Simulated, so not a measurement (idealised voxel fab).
process module | voxel capacitor over wiring
The cross-section on display is named cut; it measures 215 nm wide, and its cells are 5 nm squares.
The cross-sections in this document take the form of a grid made of square cells. They are written out as bands, in order from top to bottom. Each band consists of one or more rows of cells.
Band: top height; bottom height; in nm. Then, left to right: material with width in nm, for each material. "full width": a single material spanning edge to edge. "blank": empty space.
Heights from 0 (as-received wafer is one material below). Bottom band endless downward, as "0 -> down".
A two-number width, for instance "30..40", indicates that the width is equal to the first number in the top row of the band and to the second number in the bottom row, and that it changes by a constant amount per row of cells.
You'll sometimes find "remains unaltered" written for a step, and that's the way of saying that nowhere in the cross-section did a cell change during that step.
"Unvented cavities": sealed empty spaces, 8 cells or more, no open way to top, listed width x height at distance, with distance from the left edge and width, height and distance in nm.
The remark found on a step's line after its settings is issued by the simulator itself and pertains to that step.
overlay nm: mask offset rightward from planned place, masked step; negative means leftward offset.

[Planned process steps]
| 1 | RECEIVE: material Si |
| 2 | CONFORMAL_DEP: material SiO2, thk nm 15 |
| 3 | CONFORMAL_DEP: material SiN, thk nm 5 |
| 4 | DIRECTIONAL_DEP: material SiO2, thk nm 25 |
| 5 | PATTERN: tone open, mask id METAL_1, material resist, width nm 25, pitch nm 80, thk nm 15, overlay nm 0 |
| 6 | DIRECTIONAL_ETCH: etch materials SiO2, depth nm 25 |
| 7 | DIRECTIONAL_ETCH: etch materials SiN, depth nm 5 |
| 8 | STRIP: etch materials resist |
| 9 | CONFORMAL_DEP: material TiN, thk nm 5 |
| 10 | FILL_DEP: material W, thk nm 10 |
| 11 | CMP: height nm 45 |
| 12 | EPI: material Ru, thk nm 5 |
| 13 | FILL_DEP: material SiCN, thk nm 5 |
| 14 | DIRECTIONAL_DEP: material lowk, thk nm 15 |
| 15 | PATTERN: tone open, mask id PLUG_1, material resist, width nm 15, thk nm 15, overlay nm 0 |
| 16 | DIRECTIONAL_ETCH: etch materials lowk, depth nm 15 |
| 17 | DIRECTIONAL_ETCH: etch materials SiCN, depth nm 5 |
| 18 | STRIP: etch materials resist |
| 19 | EPI: material Ru, thk nm 10 |
| 20 | EPI: material Ru, thk nm 10 |
| 21 | DIRECTIONAL_DEP: material TiN, thk nm 5 |
| 22 | DIRECTIONAL_DEP: material HfO2, thk nm 5 |
| 23 | DIRECTIONAL_DEP: material TiN, thk nm 5 |
| 24 | PATTERN: tone cover, mask id UPPER_PLATE, material resist, width nm 60, thk nm 20, overlay nm 0 |
| 25 | DIRECTIONAL_ETCH: etch materials TiN, depth nm 5 |
| 26 | DIRECTIONAL_ETCH: etch materials HfO2, depth nm 5 |
| 27 | STRIP: etch materials resist |
| 28 | PATTERN: tone cover, mask id LOWER_PLATE, material resist, width nm 70, thk nm 20, overlay nm 0 |
| 29 | DIRECTIONAL_ETCH: etch materials TiN, depth nm 5 |
| 30 | STRIP: etch materials resist |
| 31 | FILL_DEP: material SiO2, thk nm 20 |
| 32 | CMP: height nm 100 |
| 33 | MASKED_ETCH: tone open, mask id PLUG_2, width nm 15, etch materials SiO2, depth nm 15, overlay nm 0 |
| 34 | CONFORMAL_DEP: material TiN, thk nm 5 |
| 35 | FILL_DEP: material Ru, thk nm 10 |
| 36 | CMP: height nm 100 |
| 37 | CONFORMAL_DEP: material SiCN, thk nm 5 |

[Of two wafers, the first: run according to plan]

[Cross-section of the wafer at receipt, which is the condition after step 1]
    0 -> down = Si full width
    Unvented cavities: none

[Cross-section of the wafer subsequent to step 2]
    15 -> 0 = SiO2 full width
    Below 0, the layers are the same as they were.

[Cross-section of the wafer subsequent to step 3]
    20 -> 15 = SiN full width
    Below 15, the layers are the same as they were.

[Cross-section of the wafer subsequent to step 4]
    45 -> 20 = SiO2 full width
    Below 20, the layers are the same as they were.

[Cross-section of the wafer subsequent to step 5]
    60 -> 45 = 55 of resist; 25 of blank; 55 of resist; 25 of blank; 55 of resist
    Below 45, the layers are the same as they were.

[Cross-section of the wafer subsequent to step 6]
    60 -> 45 = 55 of resist; 25 of blank; 55 of resist; 25 of blank; 55 of resist
    45 -> 20 = 55 of SiO2; 25 of blank; 55 of SiO2; 25 of blank; 55 of SiO2
    Below 20, the layers are the same as they were.

[Cross-section of the wafer subsequent to step 7]
    60 -> 45 = 55 of resist; 25 of blank; 55 of resist; 25 of blank; 55 of resist
    45 -> 20 = 55 of SiO2; 25 of blank; 55 of SiO2; 25 of blank; 55 of SiO2
    20 -> 15 = 55 of SiN; 25 of blank; 55 of SiN; 25 of blank; 55 of SiN
    Below 15, the layers are the same as they were.

[Cross-section of the wafer subsequent to step 8]
    45 -> 20 = 55 of SiO2; 25 of blank; 55 of SiO2; 25 of blank; 55 of SiO2
    Below 20, the layers are the same as they were.

[Cross-section of the wafer subsequent to step 9]
    50 -> 45 = 60 of TiN; 15 of blank; 65 of TiN; 15 of blank; 60 of TiN
    45 -> 20 = 55 of SiO2; 5 of TiN; 15 of blank; 5 of TiN; 55 of SiO2; 5 of TiN; 15 of blank; 5 of TiN; 55 of SiO2
    20 -> 15 = 55 of SiN; 25 of TiN; 55 of SiN; 25 of TiN; 55 of SiN
    Below 15, the layers are the same as they were.

[Cross-section of the wafer subsequent to step 10]
    60 -> 50 = W full width
    50 -> 45 = 60 of TiN; 15 of W; 65 of TiN; 15 of W; 60 of TiN
    45 -> 20 = 55 of SiO2; 5 of TiN; 15 of W; 5 of TiN; 55 of SiO2; 5 of TiN; 15 of W; 5 of TiN; 55 of SiO2
    Below 20, the layers are the same as they were.

[Cross-section of the wafer subsequent to step 11]
    45 -> 20 = 55 of SiO2; 5 of TiN; 15 of W; 5 of TiN; 55 of SiO2; 5 of TiN; 15 of W; 5 of TiN; 55 of SiO2
    Below 20, the layers are the same as they were.

[Cross-section of the wafer subsequent to step 12]
    50 -> 45 = 50 of blank; 35 of Ru; 45 of blank; 35 of Ru; 50 of blank
    Below 45, the layers are the same as they were.

[Cross-section of the wafer subsequent to step 13]
    55 -> 50 = SiCN full width
    50 -> 45 = 50 of SiCN; 35 of Ru; 45 of SiCN; 35 of Ru; 50 of SiCN
    Below 45, the layers are the same as they were.

[Cross-section of the wafer subsequent to step 14]
    70 -> 55 = lowk full width
    Below 55, the layers are the same as they were.

[Cross-section of the wafer subsequent to step 15]
    85 -> 70 = 65 of resist; 15 of blank; 135 of resist
    Below 70, the layers are the same as they were.

[Cross-section of the wafer subsequent to step 16]
    85 -> 70 = 65 of resist; 15 of blank; 135 of resist
    70 -> 55 = 65 of lowk; 15 of blank; 135 of lowk
    Below 55, the layers are the same as they were.

[Cross-section of the wafer subsequent to step 17]
    85 -> 70 = 65 of resist; 15 of blank; 135 of resist
    70 -> 55 = 65 of lowk; 15 of blank; 135 of lowk
    55 -> 50 = 65 of SiCN; 15 of blank; 135 of SiCN
    Below 50, the layers are the same as they were.

[Cross-section of the wafer subsequent to step 18]
    70 -> 55 = 65 of lowk; 15 of blank; 135 of lowk
    Below 55, the layers are the same as they were.

[Cross-section of the wafer subsequent to step 19]
    70 -> 60 = 65 of lowk; 15 of blank; 135 of lowk
    60 -> 55 = 65 of lowk; 15 of Ru; 135 of lowk
    55 -> 50 = 65 of SiCN; 15 of Ru; 135 of SiCN
    Below 50, the layers are the same as they were.

[Cross-section of the wafer subsequent to step 20]
    70 -> 55 = 65 of lowk; 15 of Ru; 135 of lowk
    Below 55, the layers are the same as they were.

[Cross-section of the wafer subsequent to step 21]
    75 -> 70 = TiN full width
    Below 70, the layers are the same as they were.

[Cross-section of the wafer subsequent to step 22]
    80 -> 75 = HfO2 full width
    Below 75, the layers are the same as they were.

[Cross-section of the wafer subsequent to step 23]
    85 -> 80 = TiN full width
    Below 80, the layers are the same as they were.

[Cross-section of the wafer subsequent to step 24]
    105 -> 85 = 65 of blank; 60 of resist; 90 of blank
    Below 85, the layers are the same as they were.

[Cross-section of the wafer subsequent to step 25]
    105 -> 85 = 65 of blank; 60 of resist; 90 of blank
    85 -> 80 = 65 of blank; 60 of TiN; 90 of blank
    Below 80, the layers are the same as they were.

[Cross-section of the wafer subsequent to step 26]
    105 -> 85 = 65 of blank; 60 of resist; 90 of blank
    85 -> 80 = 65 of blank; 60 of TiN; 90 of blank
    80 -> 75 = 65 of blank; 60 of HfO2; 90 of blank
    Below 75, the layers are the same as they were.

[Cross-section of the wafer subsequent to step 27]
    85 -> 80 = 65 of blank; 60 of TiN; 90 of blank
    Below 80, the layers are the same as they were.

[Cross-section of the wafer subsequent to step 28]
    105 -> 85 = 60 of blank; 70 of resist; 85 of blank
    85 -> 80 = 60 of blank; 5 of resist; 60 of TiN; 5 of resist; 85 of blank
    80 -> 75 = 60 of blank; 5 of resist; 60 of HfO2; 5 of resist; 85 of blank
    Below 75, the layers are the same as they were.

[Cross-section of the wafer subsequent to step 29]
    105 -> 85 = 60 of blank; 70 of resist; 85 of blank
    85 -> 80 = 60 of blank; 5 of resist; 60 of TiN; 5 of resist; 85 of blank
    80 -> 75 = 60 of blank; 5 of resist; 60 of HfO2; 5 of resist; 85 of blank
    75 -> 70 = 60 of blank; 70 of TiN; 85 of blank
    Below 70, the layers are the same as they were.

[Cross-section of the wafer subsequent to step 30]
    85 -> 80 = 65 of blank; 60 of TiN; 90 of blank
    80 -> 75 = 65 of blank; 60 of HfO2; 90 of blank
    Below 75, the layers are the same as they were.

[Cross-section of the wafer subsequent to step 31]
    105 -> 85 = SiO2 full width
    85 -> 80 = 65 of SiO2; 60 of TiN; 90 of SiO2
    80 -> 75 = 65 of SiO2; 60 of HfO2; 90 of SiO2
    75 -> 70 = 60 of SiO2; 70 of TiN; 85 of SiO2
    Below 70, the layers are the same as they were.

[Cross-section of the wafer subsequent to step 32]
    100 -> 85 = SiO2 full width
    Below 85, the layers are the same as they were.

[Cross-section of the wafer subsequent to step 33]
    100 -> 85 = 75 of SiO2; 15 of blank; 125 of SiO2
    Below 85, the layers are the same as they were.

[Cross-section of the wafer subsequent to step 34]
    105 -> 100 = 80 of TiN; 5 of blank; 130 of TiN
    100 -> 90 = 75 of SiO2; 5 of TiN; 5 of blank; 5 of TiN; 125 of SiO2
    90 -> 80 = 75..65 of SiO2; 15..60 of TiN; 125..90 of SiO2
    Below 80, the layers are the same as they were.

[Cross-section of the wafer subsequent to step 35]
    115 -> 105 = Ru full width
    105 -> 100 = 80 of TiN; 5 of Ru; 130 of TiN
    100 -> 90 = 75 of SiO2; 5 of TiN; 5 of Ru; 5 of TiN; 125 of SiO2
    Below 90, the layers are the same as they were.

[Cross-section of the wafer subsequent to step 36]
    100 -> 90 = 75 of SiO2; 5 of TiN; 5 of Ru; 5 of TiN; 125 of SiO2
    Below 90, the layers are the same as they were.

[Cross-section of the wafer subsequent to step 37]
    105 -> 100 = SiCN full width
    Below 100, the layers are the same as they were.

[Wafer two of two - same starting point, same process plan, one mistake in execution; matches wafer one up to and including step 21]

[Cross-sectional view of the second wafer at the intended end time of process step 22]
    80 -> 70 = TiN full width
    Below 70, the layers are the same as they were.

[Cross-sectional view of the second wafer at the intended end time of process step 23]
    85 -> 80 = HfO2 full width
    Below 80, the layers are the same as they were.

[Cross-sectional view of the second wafer at the intended end time of process step 24]
    105 -> 85 = 65 of blank; 60 of resist; 90 of blank
    Below 85, the layers are the same as they were.

Cross-sectional view of the second wafer at the intended end time of process step 25: remains unaltered

[Cross-sectional view of the second wafer at the intended end time of process step 26]
    105 -> 85 = 65 of blank; 60 of resist; 90 of blank
    85 -> 80 = 65 of blank; 60 of HfO2; 90 of blank
    Below 80, the layers are the same as they were.

[Cross-sectional view of the second wafer at the intended end time of process step 27]
    85 -> 80 = 65 of blank; 60 of HfO2; 90 of blank
    Below 80, the layers are the same as they were.

[Cross-sectional view of the second wafer at the intended end time of process step 28]
    105 -> 85 = 60 of blank; 70 of resist; 85 of blank
    85 -> 80 = 60 of blank; 5 of resist; 60 of HfO2; 5 of resist; 85 of blank
    Below 80, the layers are the same as they were.

[Cross-sectional view of the second wafer at the intended end time of process step 29]
    105 -> 85 = 60 of blank; 70 of resist; 85 of blank
    85 -> 80 = 60 of blank; 5 of resist; 60 of HfO2; 5 of resist; 85 of blank
    80 -> 75 = 60 of blank; 70 of TiN; 85 of blank
    Below 75, the layers are the same as they were.

[Cross-sectional view of the second wafer at the intended end time of process step 30]
    85 -> 80 = 65 of blank; 60 of HfO2; 90 of blank
    Below 80, the layers are the same as they were.

[Cross-sectional view of the second wafer at the intended end time of process step 31]
    105 -> 85 = SiO2 full width
    85 -> 80 = 65 of SiO2; 60 of HfO2; 90 of SiO2
    80 -> 75 = 60 of SiO2; 70 of TiN; 85 of SiO2
    Below 75, the layers are the same as they were.

[Cross-sectional view of the second wafer at the intended end time of process step 32]
    100 -> 85 = SiO2 full width
    Below 85, the layers are the same as they were.

[Cross-sectional view of the second wafer at the intended end time of process step 33]
    100 -> 85 = 75 of SiO2; 15 of blank; 125 of SiO2
    Below 85, the layers are the same as they were.

[Cross-sectional view of the second wafer at the intended end time of process step 34]
    105 -> 100 = 80 of TiN; 5 of blank; 130 of TiN
    100 -> 90 = 75 of SiO2; 5 of TiN; 5 of blank; 5 of TiN; 125 of SiO2
    90 -> 85 = 75 of SiO2; 15 of TiN; 125 of SiO2
    Below 85, the layers are the same as they were.

[Cross-sectional view of the second wafer at the intended end time of process step 35]
    115 -> 105 = Ru full width
    105 -> 100 = 80 of TiN; 5 of Ru; 130 of TiN
    100 -> 90 = 75 of SiO2; 5 of TiN; 5 of Ru; 5 of TiN; 125 of SiO2
    Below 90, the layers are the same as they were.

[Cross-sectional view of the second wafer at the intended end time of process step 36]
    100 -> 90 = 75 of SiO2; 5 of TiN; 5 of Ru; 5 of TiN; 125 of SiO2
    Below 90, the layers are the same as they were.

[Cross-sectional view of the second wafer at the intended end time of process step 37]
    105 -> 100 = SiCN full width
    Below 100, the layers are the same as they were.
Want to know what went wrong? steps 22 and 23 traded places in the executed sequence
It is noted that, at the conclusion of processing, the second wafer exhibits a higher or lower cell count for certain materials relative to the first: SiO2: 31 fewer; TiN: 31 more
